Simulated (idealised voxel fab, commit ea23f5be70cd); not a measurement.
You're looking at the process module voxel double patterning.
This is section cut - it's 295 nm across, gridded in 5 nm square cells.
Think of the cross-section as a grid of square cells. We describe it in bands, top to bottom, and each band covers one or more rows of those cells. This entry defines a band. It first specifies the height of the band's top and the height of its bottom in nm, and then specifies the band's materials from left to right, stating each material with its width in nm. The word "throughout" identifies a single material that fills the band from edge to edge, while the word "empty" identifies empty space. We count height from 0. Below that, the starting wafer is all one material. The lowest band never ends at the bottom but goes on down; see "top 0, no bottom" for how that is written. A width given as "30 to 40" starts at the first number in the band's top row and ends at the second number in its bottom row, shifting by an equal amount at every step from row to row. Given "remains unaltered" for a step, no cell of the cross-section differs between before and after that step. The label "Listed closed voids" introduces a list of the empty spaces, 8 cells or larger, that have no open way up to the top; each entry in it reads width x height at distance, where the distance is taken from the left edge and all three are stated in nm. after a step's settings: what the simulator itself notes on the step. A step's line can hold "overlay nm"; with a mask on that step, the setting says how far right of the planned place the mask lay, while a negative setting says it lay to the left.

[These are the steps we planned for the process]
step 1: RECEIVE [material Si]
step 2: CONFORMAL_DEP [material SiN] [thk nm 5]
step 3: DIRECTIONAL_DEP [material SiO2] [thk nm 15]
step 4: DIRECTIONAL_DEP [material SiCN] [thk nm 10]
step 5: MASKED_ETCH [tone open] [mask id FIRST] [width nm 15] [pitch nm 50] [etch materials SiCN] [depth nm 10] [overlay nm 0]
step 6: MASKED_ETCH [tone open] [mask id SECOND] [width nm 15] [etch materials SiCN] [depth nm 10] [overlay nm 0]
step 7: DIRECTIONAL_ETCH [etch materials SiO2] [depth nm 15]
step 8: STRIP [etch materials SiCN]

[Cross-sectional view of the wafer in its as-received condition, corresponding to the state after step 1]
* top 0, no bottom = Si throughout
* Listed closed voids: none

[Here's the cross-section of the first of our two wafers at the end of the module - it ran as planned]
* top 20, bottom 5 = SiO2 115 nm; empty 15 nm; SiO2 10 nm; empty 15 nm; SiO2 10 nm; empty 15 nm; SiO2 115 nm
* top 5, bottom 0 = SiN throughout
* top 0, no bottom = Si throughout
* Listed closed voids: none

[Same start, same plan as the first wafer - but one mistake in the run. Cross-section of the second of the two at the end of the module]
* top 30, bottom 15 = SiO2 115 nm; empty 15 nm; SiO2 10 nm; empty 15 nm; SiO2 10 nm; empty 15 nm; SiO2 115 nm
* top 15, bottom 0 = SiN throughout
* top 0, no bottom = Si throughout
* Listed closed voids: none
Which mistake was made when the wafer was run? step 2 went in with a setting other than planned; the actual run was CONFORMAL_DEP [material SiN] [thk nm 15]
Cell-count delta at end, second wafer over first, by material: 118 more of SiN
